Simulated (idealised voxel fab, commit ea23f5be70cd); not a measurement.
This section sets out a process module, namely voxel wiring stack.
Square cells of 5 nm make up the cross-section cut, whose width is 210 nm.
In what follows, cross-sections appear as grids of square cells, described through bands that run from the top down, where every band is one or more rows of cells.
The entry gives the band's vertical extent as a top height and a bottom height in nm, then its horizontal make-up as materials from left to right, each with a width in nm. "empty" stands for empty space; a single material marked "throughout" fills the band edge to edge.
The reference from which all heights are counted is 0, the level beneath which the as-received wafer is entirely one material; the lowest band, having no lower bound, proceeds downward and is written after the example "from 0 down".
When a width is written as two numbers, as in "30 to 40", the first number is the width in the top row of cells of the band and the second is the width in its bottom row, and the width changes by the same amount from each row to the next.
For the purposes of this document, the phrase "all unchanged" attached to a step denotes that no cell within the cross-section was modified by that step.
The entry "Fully sealed cavities" lists the empty spaces that cover at least 8 cells and have no open path to the top. Each is written as width x height at distance, where the distance is measured from the left edge and all three values are in nm.
Formally, on a step line, whatever follows the settings is a remark that the simulator itself makes on the step.
Steps that use a mask can have "overlay nm" on their line. It says how far the mask sat to the right of where it was meant to be. Negative means to the left.

BELOW IS THE LIST OF PLANNED PROCESS STEPS
- 1: RECEIVE,material Si
- 2: CONFORMAL_DEP,material SiO2,thk nm 15
- 3: DIRECTIONAL_DEP,material TiN,thk nm 5
- 4: DIRECTIONAL_DEP,material Ru,thk nm 20
- 5: MASKED_ETCH,tone cover,mask id METAL_1,width nm 30,pitch nm 60,etch materials Ru,depth nm 20,overlay nm 0
- 6: MASKED_ETCH,tone cover,mask id METAL_1,width nm 30,pitch nm 60,etch materials TiN,depth nm 5,overlay nm 0
- 7: CONFORMAL_DEP,material SiCN,thk nm 5
- 8: FILL_DEP,material SiO2,thk nm 5
- 9: CMP,height nm 40
- 10: CONFORMAL_DEP,material SiCN,thk nm 5
- 11: DIRECTIONAL_DEP,material SiO2,thk nm 10
- 12: MASKED_ETCH,tone open,mask id PLUG_1,width nm 15,etch materials SiO2,depth nm 10,overlay nm 0
- 13: MASKED_ETCH,tone open,mask id PLUG_1,width nm 15,etch materials SiCN,depth nm 5,overlay nm 0
- 14: EPI,material Ru,thk nm 10
- 15: EPI,material Ru,thk nm 5
- 16: CONFORMAL_DEP,material SiN,thk nm 5
- 17: DIRECTIONAL_DEP,material lowk,thk nm 20
- 18: MASKED_ETCH,tone open,mask id METAL_2,width nm 30,pitch nm 60,etch materials lowk,depth nm 20,overlay nm 0
- 19: MASKED_ETCH,tone open,mask id METAL_2,width nm 30,pitch nm 60,etch materials SiN,depth nm 5,overlay nm 0
- 20: CONFORMAL_DEP,material TiN,thk nm 5
- 21: FILL_DEP,material Cu,thk nm 10
- 22: CMP,height nm 80
- 23: EPI,material Ru,thk nm 5
- 24: FILL_DEP,material SiCN,thk nm 5

WAFER AT RECEIPT (POST STEP 1), CROSS-SECTION
> from 0 down | Si throughout
> Fully sealed cavities: none

HERE'S THE CROSS-SECTION OF THE FIRST OF OUR TWO WAFERS AT THE END OF THE MODULE - IT RAN AS PLANNED
> from 90 to 85 | SiCN throughout
> from 85 to 80 | SiCN 55  Ru 40  SiCN 20  Ru 40  SiCN 55
> from 80 to 60 | lowk 60  TiN 5  Cu 20  TiN 5  lowk 30  TiN 5  Cu 20  TiN 5  lowk 60
> from 60 to 55 | SiN 60  TiN 30  SiN 30  TiN 30  SiN 60
> from 55 to 45 | SiO2 60  Ru 15  SiO2 135
> from 45 to 40 | SiCN 60  Ru 15  SiCN 135
> from 40 to 20 | SiO2 55  SiCN 5  Ru 30  SiCN 5  SiO2 20  SiCN 5  Ru 30  SiCN 5  SiO2 55
> from 20 to 15 | SiCN 60  TiN 30  SiCN 30  TiN 30  SiCN 60
> from 15 to 0 | SiO2 throughout
> from 0 down | Si throughout
> Fully sealed cavities: none

SO THIS IS WAFER NUMBER TWO OF THE TWO, CUT AT THE END OF THE MODULE - IT STARTED WHERE THE FIRST DID AND HAD THE SAME PLAN, WE JUST GOT ONE THING WRONG RUNNING IT
> from 90 to 85 | SiCN throughout
> from 85 to 80 | SiCN 55  Ru 40  SiCN 20  Ru 40  SiCN 55
> from 80 to 60 | lowk 60  TiN 5  Cu 20  TiN 5  lowk 30  TiN 5  Cu 20  TiN 5  lowk 60
> from 60 to 55 | SiN 60  TiN 30  SiN 30  TiN 30  SiN 60
> from 55 to 45 | SiO2 60  Ru 15  SiO2 135
> from 45 to 40 | SiCN 60  Ru 15  SiCN 135
> from 40 to 35 | SiCN 60  TiN 30  SiCN 30  TiN 30  SiCN 60
> from 35 to 15 | Ru throughout
> from 15 to 0 | SiO2 throughout
> from 0 down | Si throughout
> Fully sealed cavities: none
What went wrong in running the wafer? steps 3 and 4 were swapped
Final wafer comparison in cells, second versus first, more or fewer per material: +120 Ru | -16 SiCN | -104 SiO2
